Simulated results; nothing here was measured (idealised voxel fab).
process module | voxel capacitor over wiring
The width of the displayed cross-section, cut, is 165 nm; its cells are square, with a size of 5 nm.
A cross-section in this document is a grid of square cells, and it is written down as bands, the top band listed before the ones below it; a band is made up of one or more rows of cells. The entry gives the band's vertical extent as a top height and a bottom height in nm, then its horizontal make-up as materials from left to right, each with a width in nm. "empty" stands for empty space; a single material marked "edge to edge" fills the band edge to edge. The reference from which all heights are counted is 0, the level beneath which the as-received wafer is entirely one material; the lowest band, having no lower bound, proceeds downward and is written after the example "0 nm and below". Graded width ("30->40"): value in top row of band = first number; value in bottom row = second number; row-to-row change constant. You'll sometimes find "no change" written for a step, and that's the way of saying that nowhere in the cross-section did a cell change during that step. Empty spaces counting at least 8 cells and having no open way to the top are listed in "Sealed voids". The notation width x height at distance is used for each, the distance being from the left edge and all three values in nm. On each step's line, the part that comes after the settings is the simulator's own comment on the step. "overlay nm", when on a step's line for a step with a mask, measures how far to the right of its planned place the mask lay; a negative measure means to the left.

THIS SECTION LISTS THE PROCESS STEPS THAT WERE PLANNED
| 1 | RECEIVE, material Si |
| 2 | CONFORMAL_DEP, material SiO2, thk nm 10 |
| 3 | DIRECTIONAL_DEP, material TiN, thk nm 5 |
| 4 | DIRECTIONAL_DEP, material Ru, thk nm 25 |
| 5 | DIRECTIONAL_DEP, material aC, thk nm 15 |
| 6 | PATTERN, tone cover, mask id METAL_1, material resist, width nm 20, pitch nm 75, thk nm 35, overlay nm 0 |
| 7 | DIRECTIONAL_ETCH, etch materials aC, depth nm 15 |
| 8 | STRIP, etch materials resist |
| 9 | DIRECTIONAL_ETCH, etch materials Ru, depth nm 25 |
| 10 | DIRECTIONAL_ETCH, etch materials TiN, depth nm 5 |
| 11 | STRIP, etch materials aC |
| 12 | FILL_DEP, material SiO2, thk nm 10 |
| 13 | CMP, height nm 40 |
| 14 | CONFORMAL_DEP, material SiCN, thk nm 5 |
| 15 | DIRECTIONAL_DEP, material SiO2, thk nm 20 |
| 16 | DIRECTIONAL_DEP, material aC, thk nm 15 |
| 17 | PATTERN, tone open, mask id PLUG_1, material resist, width nm 15, thk nm 30, overlay nm 0 |
| 18 | DIRECTIONAL_ETCH, etch materials aC, depth nm 15 |
| 19 | STRIP, etch materials resist |
| 20 | DIRECTIONAL_ETCH, etch materials SiO2, depth nm 20 |
| 21 | DIRECTIONAL_ETCH, etch materials SiCN, depth nm 5 |
| 22 | STRIP, etch materials aC |
| 23 | EPI, material Ru, thk nm 10 |
| 24 | EPI, material Ru, thk nm 10 |
| 25 | EPI, material Ru, thk nm 5 |
| 26 | DIRECTIONAL_DEP, material TiN, thk nm 5 |
| 27 | DIRECTIONAL_DEP, material HfO2, thk nm 5 |
| 28 | DIRECTIONAL_DEP, material TiN, thk nm 10 |
| 29 | MASKED_ETCH, tone cover, mask id UPPER_PLATE, width nm 60, etch materials TiN, depth nm 10, overlay nm 0 |
| 30 | MASKED_ETCH, tone cover, mask id UPPER_PLATE, width nm 60, etch materials HfO2, depth nm 5, overlay nm 0 |
| 31 | MASKED_ETCH, tone cover, mask id LOWER_PLATE, width nm 70, etch materials TiN, depth nm 5, overlay nm 0 |
| 32 | FILL_DEP, material SiO2, thk nm 20 |
| 33 | CMP, height nm 100 |
| 34 | MASKED_ETCH, tone open, mask id PLUG_2, width nm 15, etch materials SiO2, depth nm 15, overlay nm 0 |
| 35 | CONFORMAL_DEP, material TiN, thk nm 5 |
| 36 | FILL_DEP, material Cu, thk nm 10 |
| 37 | CMP, height nm 100 |
| 38 | CONFORMAL_DEP, material SiN, thk nm 5 |

RECEIVED-STATE CROSS-SECTION, REFLECTING COMPLETION OF STEP 1
- 0 nm and below  Si edge to edge
- Sealed voids: none

FIRST OF TWO WAFERS AT THE END OF THE MODULE, SHOWN IN CROSS-SECTION; RUN CARRIED OUT AS PLANNED
- 105 nm to 100 nm  SiN edge to edge
- 100 nm to 90 nm  SiO2 50, then TiN 5, then Cu 5, then TiN 5, then SiO2 100
- 90 nm to 85 nm  SiO2 50, then TiN 15, then SiO2 100
- 85 nm to 75 nm  SiO2 40, then TiN 60, then SiO2 65
- 75 nm to 70 nm  SiO2 40, then HfO2 60, then SiO2 65
- 70 nm to 65 nm  SiO2 35, then TiN 70, then SiO2 60
- 65 nm to 45 nm  SiO2 40, then Ru 15, then SiO2 110
- 45 nm to 40 nm  SiCN 40, then Ru 15, then SiCN 110
- 40 nm to 15 nm  SiO2 35, then Ru 20, then SiO2 55, then Ru 20, then SiO2 35
- 15 nm to 10 nm  SiO2 35, then TiN 20, then SiO2 55, then TiN 20, then SiO2 35
- 10 nm to 0 nm  SiO2 edge to edge
- 0 nm and below  Si edge to edge
- Sealed voids: none

NOW THE SECOND WAFER, CROSS-SECTIONED AT THE END OF THE MODULE. NOTHING DIFFERENT AT THE START, NOTHING DIFFERENT IN THE PLAN COMPARED WITH THE FIRST, JUST ONE MISTAKE WHEN IT WAS ACTUALLY RUN
- 105 nm to 100 nm  SiN edge to edge
- 100 nm to 90 nm  SiO2 50, then HfO2 5, then Cu 5, then HfO2 5, then SiO2 100
- 90 nm to 85 nm  SiO2 50, then HfO2 15, then SiO2 100
- 85 nm to 75 nm  SiO2 40, then TiN 60, then SiO2 65
- 75 nm to 70 nm  SiO2 40, then HfO2 60, then SiO2 65
- 70 nm to 65 nm  SiO2 35, then TiN 70, then SiO2 60
- 65 nm to 45 nm  SiO2 40, then Ru 15, then SiO2 110
- 45 nm to 40 nm  SiCN 40, then Ru 15, then SiCN 110
- 40 nm to 15 nm  SiO2 35, then Ru 20, then SiO2 55, then Ru 20, then SiO2 35
- 15 nm to 10 nm  SiO2 35, then TiN 20, then SiO2 55, then TiN 20, then SiO2 35
- 10 nm to 0 nm  SiO2 edge to edge
- 0 nm and below  Si edge to edge
- Sealed voids: none
Finding, execution versus plan: note that step 35 departed from the planned setting and was carried out as CONFORMAL_DEP, material HfO2, thk nm 5
Cell-count delta at end, second wafer over first, by material: +7 HfO2; -7 TiN
